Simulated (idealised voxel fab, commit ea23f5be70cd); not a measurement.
voxel gate over fins: a process module
Cross-sectional view cut (width: 200 nm; square cell size: 5 nm).
Notation: cross-section as square-cell grid; stated in bands, top first, going down; one or more cell rows per band. The band entry comprises the height of the band's top followed by the height of its bottom, expressed in nm, and subsequently the band's materials from left to right, each stated together with its width in nm. Where a single material is marked with the word "all across", that material fills the band from edge to edge. The word "air" represents empty space. Height 0 is the level under which the wafer as received is all one material. The lowest band goes on downwards, as in "z 0 and below". A two-number width, for instance "30 to 40", indicates that the width is equal to the first number in the top row of the band and to the second number in the bottom row, and that it changes by a constant amount per row of cells. "nothing changed" means the step left every cell of the cross-section as it was. Empty spaces counting at least 8 cells and having no open way to the top are listed in "Catalogued sealed voids". The notation width x height at distance is used for each, the distance being from the left edge and all three values in nm. Text after the settings on a step's line: the simulator's own remark on that step. The setting "overlay nm" may be written on the line of a step. When the step uses a mask, the value reports how far to the right of the planned place the mask lay, and a negative value reports that it lay to the left.

BELOW IS THE LIST OF PLANNED PROCESS STEPS
1: op RECEIVE | material Si
2: op CONFORMAL_DEP | material SiN | thk nm 10
3: op PATTERN | tone cover | mask id FINS | material resist | width nm 15 | pitch nm 35 | thk nm 15 | overlay nm 0
4: op DIRECTIONAL_ETCH | etch materials SiN | depth nm 10
5: op DIRECTIONAL_ETCH | etch materials Si | depth nm 40
6: op STRIP | etch materials resist
7: op OXIDIZE | depth nm 5
8: op FILL_DEP | material SiO2 | thk nm 5
9: op CMP | height nm 10
10: op SELECTIVE_ETCH | etch materials SiO2 | depth nm 20
11: op STRIP | etch materials SiN
12: op CONFORMAL_DEP | material HfO2 | thk nm 5
13: op CONFORMAL_DEP | material TiN | thk nm 5
14: op FILL_DEP | material W | thk nm 15
15: op CMP | height nm 20
16: op CONFORMAL_DEP | material SiCN | thk nm 10

SO THIS IS THE INCOMING WAFER IN CROSS-SECTION - IT'S ALREADY BEEN THROUGH STEP 1
- z 0 and below  Si all across
- Catalogued sealed voids: none

HERE'S THE WAFER CUT IN CROSS-SECTION AFTER THE MODULE, STARTED AND PLANNED JUST LIKE ABOVE, EXCEPT ONE THING WAS DONE WRONG IN THE RUN
- z 30 to 10  SiCN all across
- z 10 to 5  70 of SiCN  25 of TiN  10 of SiCN  25 of TiN  70 of SiCN
- z 5 to 0  70 of SiCN  5 of TiN  15 of HfO2  5 of TiN  10 of SiCN  5 of TiN  15 of HfO2  5 of TiN  70 of SiCN
- z 0 to -5  75 of TiN  5 of HfO2  5 of Si  5 of HfO2  20 of TiN  5 of HfO2  5 of Si  5 of HfO2  75 of TiN
- z -5 to -10  80 of HfO2  5 of Si  30 of HfO2  5 of Si  80 of HfO2
- z -10 to -45  80 of SiO2  5 of Si  30 of SiO2  5 of Si  80 of SiO2
- z -45 and below  Si all across
- Catalogued sealed voids: none
It is concluded that the wafer was processed incorrectly with respect to the plan, in that step 14 off recipe, ran as op FILL_DEP | material SiCN | thk nm 15
